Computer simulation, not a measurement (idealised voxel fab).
Process module, titled voxel capacitor over wiring
The cross-section shown here is cut; it is 150 nm wide and divided into square cells measuring 5 nm on a side.
Cross-section = grid of square cells, listed top down in bands; band = one or more rows. Top height, bottom height, nm. Materials left to right, width each, nm. Single material + "edge to edge" = fills band edge to edge. "air" = empty. Heights from 0 (as-received wafer is one material below). Bottom band endless downward, as "0 down". The expression "30..40" gives the width at the extremes of the band, the first number at its top row of cells and the second at its bottom row, with the width changing by equal amounts from each row to the next in between. "no alterations made" after a step means that no cell of the cross-section changed. "Fully sealed cavities" lists enclosed empty spaces (at least 8 cells, no open path upward to the top), each as width x height at distance from the left edge, in nm. Read whatever lies past the settings on a step's line as the simulator's own remark about the step. overlay nm: mask offset rightward from planned place, masked step; negative means leftward offset.

## List of planned process steps
1: RECEIVE [material Si]
2: CONFORMAL_DEP [material SiO2] [thk nm 10]
3: DIRECTIONAL_DEP [material TiN] [thk nm 5]
4: DIRECTIONAL_DEP [material W] [thk nm 15]
5: MASKED_ETCH [tone cover] [mask id METAL_1] [width nm 20] [pitch nm 90] [etch materials W] [depth nm 15] [overlay nm 0]
6: MASKED_ETCH [tone cover] [mask id METAL_1] [width nm 30] [pitch nm 90] [etch materials TiN] [depth nm 5] [overlay nm 0]
7: CONFORMAL_DEP [material SiN] [thk nm 5]
8: FILL_DEP [material SiO2] [thk nm 5]
9: CMP [height nm 30]
10: CONFORMAL_DEP [material SiCN] [thk nm 5]
11: DIRECTIONAL_DEP [material SiO2] [thk nm 10]
12: MASKED_ETCH [tone open] [mask id PLUG_1] [width nm 15] [etch materials SiO2] [depth nm 10] [overlay nm 0]
13: MASKED_ETCH [tone open] [mask id PLUG_1] [width nm 15] [etch materials SiCN] [depth nm 5] [overlay nm 0]
14: EPI [material Ru] [thk nm 10]
15: EPI [material Ru] [thk nm 5]
16: DIRECTIONAL_DEP [material TiN] [thk nm 5]
17: DIRECTIONAL_DEP [material Al2O3] [thk nm 5]
18: DIRECTIONAL_DEP [material TiN] [thk nm 10]
19: DIRECTIONAL_DEP [material aC] [thk nm 10]
20: PATTERN [tone cover] [mask id UPPER_PLATE] [material resist] [width nm 65] [thk nm 30] [overlay nm 0]
21: DIRECTIONAL_ETCH [etch materials aC] [depth nm 10]
22: STRIP [etch materials resist]
23: DIRECTIONAL_ETCH [etch materials TiN] [depth nm 10]
24: DIRECTIONAL_ETCH [etch materials Al2O3] [depth nm 5]
25: STRIP [etch materials aC]
26: DIRECTIONAL_DEP [material aC] [thk nm 10]
27: PATTERN [tone cover] [mask id LOWER_PLATE] [material resist] [width nm 75] [thk nm 30] [overlay nm 0]
28: DIRECTIONAL_ETCH [etch materials aC] [depth nm 10]
29: STRIP [etch materials resist]
30: DIRECTIONAL_ETCH [etch materials TiN] [depth nm 5]
31: STRIP [etch materials aC]
32: FILL_DEP [material SiO2] [thk nm 20]
33: CMP [height nm 80]
34: MASKED_ETCH [tone open] [mask id PLUG_2] [width nm 15] [etch materials SiO2] [depth nm 15] [overlay nm 0]
35: CONFORMAL_DEP [material TiN] [thk nm 5]
36: FILL_DEP [material W] [thk nm 5]
37: CMP [height nm 80]
38: CONFORMAL_DEP [material SiN] [thk nm 5]
varied across the wafers: width nm of step 5. The plan shows the first wafer's value. All wafers start alike

## As-received cross-section, first of several wafers, post step 1
* 0 down = Si edge to edge
* Fully sealed cavities: none

## Wafer rows, end of module: cells per material gained (+) or lost (-) since receipt; closed voids last
width nm 20, +13 Al2O3, +9 Ru, +27 SiCN, +64 SiN, +311 SiO2, +60 TiN, +26 W, Fully sealed cavities: none
width nm 25, +13 Al2O3, +9 Ru, +27 SiCN, +62 SiN, +307 SiO2, +60 TiN, +32 W, Fully sealed cavities: none
width nm 30, +13 Al2O3, +9 Ru, +27 SiCN, +60 SiN, +303 SiO2, +60 TiN, +38 W, Fully sealed cavities: none
